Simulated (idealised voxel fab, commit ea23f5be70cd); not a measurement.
Process module under the name voxel capacitor over wiring
Square cell edge 5 nm, section width 225 nm, ID cut.
How to read a cross-section here: the picture is a grid of square cells, written as bands going from the top down, and any band can span one or more rows of cells.
Quick guide to a band line: top height, bottom height (nm) up front; then every material left to right with its width in nm. Only one material and it's marked "full width"? Then it fills the band edge to edge. And "blank" just means empty space.
Ref level 0: as-received wafer is one material below here. Bottom band extends down with no lower bound ("0 -> down").
It should be noted that a width expressed as "30 to 40" varies in equal increments from row to row of cells within the band, taking the value of the first number at the top row and that of the second number at the bottom row.
Where a step carries "no change", the cross-section came out of it unchanged, cell for cell.
"Sealed internal voids" enumerates empty spaces isolated from the top, with no open way to it, that contain at least 8 cells, giving each as width x height at distance from the left edge, all three in nm.
The remark found on a step's line after its settings is issued by the simulator itself and pertains to that step.
If you see "overlay nm" on a step's line and that step has a mask, it's telling you how far right of where it was planned the mask ended up; a negative number means it went left instead.

[Planned step list for the process]
1,RECEIVE with material Si
2,CONFORMAL_DEP with material SiO2, thk nm 10
3,DIRECTIONAL_DEP with material TiN, thk nm 5
4,DIRECTIONAL_DEP with material W, thk nm 25
5,DIRECTIONAL_DEP with material aC, thk nm 15
6,PATTERN with tone cover, mask id METAL_1, material resist, width nm 20, pitch nm 90, thk nm 30, overlay nm -15
7,DIRECTIONAL_ETCH with etch materials aC, depth nm 15
8,STRIP with etch materials resist
9,DIRECTIONAL_ETCH with etch materials W, depth nm 25
10,DIRECTIONAL_ETCH with etch materials TiN, depth nm 5
11,STRIP with etch materials aC
12,FILL_DEP with material lowk, thk nm 5
13,CMP with height nm 40
14,CONFORMAL_DEP with material SiCN, thk nm 5
15,DIRECTIONAL_DEP with material SiO2, thk nm 15
16,DIRECTIONAL_DEP with material aC, thk nm 15
17,PATTERN with tone open, mask id PLUG_1, material resist, width nm 15, thk nm 35, overlay nm 0
18,DIRECTIONAL_ETCH with etch materials aC, depth nm 15
19,STRIP with etch materials resist
20,DIRECTIONAL_ETCH with etch materials SiO2, depth nm 15
21,DIRECTIONAL_ETCH with etch materials SiCN, depth nm 5
22,STRIP with etch materials aC
23,EPI with material Ru, thk nm 10
24,EPI with material Ru, thk nm 10
25,DIRECTIONAL_DEP with material TiN, thk nm 10
26,DIRECTIONAL_DEP with material Al2O3, thk nm 5
27,DIRECTIONAL_DEP with material TiN, thk nm 5
28,DIRECTIONAL_DEP with material aC, thk nm 15
29,PATTERN with tone cover, mask id UPPER_PLATE, material resist, width nm 75, thk nm 35, overlay nm 0
30,DIRECTIONAL_ETCH with etch materials aC, depth nm 15
31,STRIP with etch materials resist
32,DIRECTIONAL_ETCH with etch materials TiN, depth nm 5
33,DIRECTIONAL_ETCH with etch materials Al2O3, depth nm 5
34,STRIP with etch materials aC
35,PATTERN with tone cover, mask id LOWER_PLATE, material resist, width nm 85, thk nm 15, overlay nm 0
36,DIRECTIONAL_ETCH with etch materials TiN, depth nm 10
37,STRIP with etch materials resist
38,FILL_DEP with material SiO2, thk nm 15
39,CMP with height nm 90
40,MASKED_ETCH with tone open, mask id PLUG_2, width nm 15, etch materials SiO2, depth nm 10, overlay nm 0
41,CONFORMAL_DEP with material TiN, thk nm 5
42,FILL_DEP with material Ru, thk nm 5
43,CMP with height nm 90
44,CONFORMAL_DEP with material SiCN, thk nm 5
Every wafer here starts from the same state; it is the step 6 overlay nm that distinguishes them, and the value the plan gives belongs to the first wafer.

[first wafer as received, after step 1]
0 -> down = Si full width
Sealed internal voids: none

[Quick key for the table: a row per wafer, taken at the end of the module. For each material it tells you how many cells the wafer gained (+) or lost (-) since it came in, and the closed voids come after]
overlay nm -15 | +15 Al2O3 | +1 Ru | +87 SiCN | +428 SiO2 | +62 TiN | +40 W | +222 lowk | Sealed internal voids: none
overlay nm -10 | +15 Al2O3 | +13 Ru | +87 SiCN | +416 SiO2 | +62 TiN | +40 W | +222 lowk | Sealed internal voids: none
overlay nm -5 | +15 Al2O3 | +13 Ru | +87 SiCN | +416 SiO2 | +62 TiN | +40 W | +222 lowk | Sealed internal voids: none
overlay nm 0 | +15 Al2O3 | +13 Ru | +87 SiCN | +416 SiO2 | +62 TiN | +40 W | +222 lowk | Sealed internal voids: none
overlay nm 5 | +15 Al2O3 | +13 Ru | +87 SiCN | +416 SiO2 | +62 TiN | +40 W | +222 lowk | Sealed internal voids: none
overlay nm 10 | +15 Al2O3 | +13 Ru | +87 SiCN | +416 SiO2 | +62 TiN | +40 W | +222 lowk | Sealed internal voids: none
overlay nm 15 | +15 Al2O3 | +13 Ru | +87 SiCN | +416 SiO2 | +62 TiN | +40 W | +222 lowk | Sealed internal voids: none
